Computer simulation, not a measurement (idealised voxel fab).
The process module that follows is named voxel self aligned vias.
Square cells of 5 nm make up the cross-section cut, whose width is 265 nm.
Cross-sections here: square-cell grids, written as top-down lists of bands, a band being one or more rows of cells. Band: top height; bottom height; in nm. Then, left to right: material with width in nm, for each material. "all across": a single material spanning edge to edge. "empty": empty space. Note: height 0 marks the level under which the wafer is uniformly one material as received. Lowest band unbounded below, written "0..down". The notation "30..40" denotes a width that varies across the rows of cells in the band, beginning at the first number in the top row, finishing at the second number in the bottom row, and changing by an identical amount from each row to the next. Take "identical to before" at face value: in the step it is given for, the cross-section changed in none of its cells. "Fully sealed voids" means: voids of 8 cells or more that are shut off from the top with no open way through. Written width x height at distance, distance from the left edge, in nm. If you see something after the settings on a step's line, that's the simulator's own remark about that step. overlay nm: on a step with a mask, how far right of its planned place the mask lay; negative means left.
List of planned process steps:
1 RECEIVE [material Si]
2 CONFORMAL_DEP [material SiO2] [thk nm 10]
3 CONFORMAL_DEP [material SiCN] [thk nm 5]
4 DIRECTIONAL_DEP [material SiO2] [thk nm 20]
5 MASKED_ETCH [tone open] [mask id LINES] [width nm 20] [pitch nm 60] [etch materials SiO2] [depth nm 20] [overlay nm 0]
6 CONFORMAL_DEP [material TiN] [thk nm 5]
7 FILL_DEP [material Ru] [thk nm 10]
8 CMP [height nm 35]
9 SELECTIVE_ETCH [etch materials W Ru TiN] [depth nm 10]
10 FILL_DEP [material SiN] [thk nm 5]
11 CMP [height nm 35]
12 DIRECTIONAL_DEP [material SiO2] [thk nm 20]
13 PATTERN [tone open] [mask id VIAS] [material resist] [width nm 30] [pitch nm 60] [thk nm 20] [overlay nm 0]
14 DIRECTIONAL_ETCH [etch materials SiO2] [depth nm 20]
15 DIRECTIONAL_ETCH [etch materials SiN] [depth nm 10]
16 STRIP [etch materials resist]
17 CONFORMAL_DEP [material TiN] [thk nm 5]
18 FILL_DEP [material Ru] [thk nm 10]
19 CMP [height nm 55]
20 CONFORMAL_DEP [material SiCN] [thk nm 5]
As-received wafer cross-section (after step 1):
* 0..down | Si all across
* Fully sealed voids: none
First wafer of two, sectioned at end of module; run went per plan:
* 60..55 | SiCN all across
* 55..40 | 85 nm SiO2, then 5 nm TiN, then 20 nm Ru, then 5 nm TiN, then 30 nm SiO2, then 5 nm TiN, then 20 nm Ru, then 5 nm TiN, then 90 nm SiO2
* 40..30 | 85..90 nm SiO2, then 10..5 nm TiN, then 10 nm Ru, then 10..5 nm TiN, then 30..40 nm SiO2, then 10..5 nm TiN, then 10 nm Ru, then 10..5 nm TiN, then 90..95 nm SiO2
* 30..25 | 90 nm SiO2, then 20 nm TiN, then 40 nm SiO2, then 20 nm TiN, then 95 nm SiO2
* 25..20 | 90 nm SiO2, then 5 nm TiN, then 10 nm Ru, then 5 nm TiN, then 40 nm SiO2, then 5 nm TiN, then 10 nm Ru, then 5 nm TiN, then 95 nm SiO2
* 20..15 | 90 nm SiO2, then 20 nm TiN, then 40 nm SiO2, then 20 nm TiN, then 95 nm SiO2
* 15..10 | SiCN all across
* 10..0 | SiO2 all across
* 0..down | Si all across
* Fully sealed voids: none
The second wafer, shown in cross-section after the module: started the same way as the first and given the same plan, yet one mistake crept into how it was run:
* 60..55 | SiCN all across
* 55..40 | 85 nm SiO2, then 5 nm TiN, then 20 nm Ru, then 5 nm TiN, then 30 nm SiO2, then 5 nm TiN, then 20 nm Ru, then 5 nm TiN, then 90 nm SiO2
* 40..30 | 85..90 nm SiO2, then 10..5 nm TiN, then 10 nm Ru, then 10..5 nm TiN, then 30..40 nm SiO2, then 10..5 nm TiN, then 10 nm Ru, then 10..5 nm TiN, then 90..95 nm SiO2
* 30..25 | 90 nm SiO2, then 20 nm TiN, then 40 nm SiO2, then 20 nm TiN, then 95 nm SiO2
* 25..20 | 90 nm SiO2, then 5 nm TiN, then 10 nm Ru, then 5 nm TiN, then 40 nm SiO2, then 5 nm TiN, then 10 nm Ru, then 5 nm TiN, then 95 nm SiO2
* 20..15 | 90 nm SiO2, then 20 nm TiN, then 40 nm SiO2, then 20 nm TiN, then 95 nm SiO2
* 15..10 | SiCN all across
* 10..0 | SiN all across
* 0..down | Si all across
* Fully sealed voids: none
Plan not followed: step 2 did not happen as planned, as run it was CONFORMAL_DEP [material SiN] [thk nm 10]
It is noted that, at the conclusion of processing, the second wafer exhibits a higher or lower cell count for certain materials relative to the first: +106 SiN; -106 SiO2
